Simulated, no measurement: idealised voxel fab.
Proc. module: voxel lift off
For reference, the cross-section in this document is cut, with width 150 nm and square cells of 5 nm.
We lay out every cross-section as a grid of square cells and spell it out in bands from the top down, where one band means one or more rows of cells.
What a band's entry tells you: where the top is and where the bottom is, as heights in nm, and after that what lies inside, material by material from left to right, each with its width in nm. Empty space is written as the word "air", and a single material marked with the word "full width" occupies the band from edge to edge.
For the purposes of this specification, 0 denotes the height below which the wafer in its as-received condition is composed wholly of one material, and the lowermost band, lacking a lower limit, extends downward without end, as expressed in "0..down".
Read "30..40" as a graded width: first number on top, second number at the bottom, same change between each pair of neighbouring rows.
"nothing altered" after a step means that no cell of the cross-section changed.
For the entry "Encapsulated voids", the listed items are empty spaces with no open way to the top whose size is 8 cells or more; each item follows the pattern width x height at distance, where distance is from the left edge and all three are in nm.
Heads up: the bit after the settings on a step's line is the simulator's remark on that step.
"overlay nm" answers the question of how far to the right of plan the mask lay on a step that has a mask, and when it is negative the answer is to the left.

BELOW IS THE LIST OF PLANNED PROCESS STEPS
1. op RECEIVE | material Si
2. op CONFORMAL_DEP | material Al2O3 | thk nm 10
3. op PATTERN | tone open | mask id LINES | material resist | width nm 15 | pitch nm 35 | thk nm 25 | overlay nm 0
4. op DIRECTIONAL_DEP | material Ru | thk nm 10
5. op STRIP | etch materials resist
6. op CONFORMAL_DEP | material SiCN | thk nm 10

CROSS-SECTIONAL VIEW OF THE WAFER IN ITS AS-RECEIVED CONDITION, CORRESPONDING TO THE STATE AFTER STEP 1
	0..down | Si full width
	Encapsulated voids: none

FIRST WAFER OF TWO, SECTIONED AT END OF MODULE; RUN WENT PER PLAN
	30..20 | air 40 nm | SiCN 70 nm | air 40 nm
	20..10 | SiCN 50 nm | Ru 15 nm | SiCN 20 nm | Ru 15 nm | SiCN 50 nm
	10..0 | Al2O3 full width
	0..down | Si full width
	Encapsulated voids: none

THE SECOND WAFER, SHOWN IN CROSS-SECTION AFTER THE MODULE: STARTED THE SAME WAY AS THE FIRST AND GIVEN THE SAME PLAN, YET ONE MISTAKE CREPT INTO HOW IT WAS RUN
	30..20 | air 45 nm | SiCN 70 nm | air 35 nm
	20..10 | SiCN 55 nm | Ru 15 nm | SiCN 20 nm | Ru 15 nm | SiCN 45 nm
	10..0 | Al2O3 full width
	0..down | Si full width
	Encapsulated voids: none
Want to know what went wrong? step 3, actual vs plan mismatch, actual run op PATTERN | tone open | mask id LINES | material resist | width nm 15 | pitch nm 35 | thk nm 25 | overlay nm 5
Tallied in cells, the final second wafer holds each material in the same quantity as the first, although not at the same places.
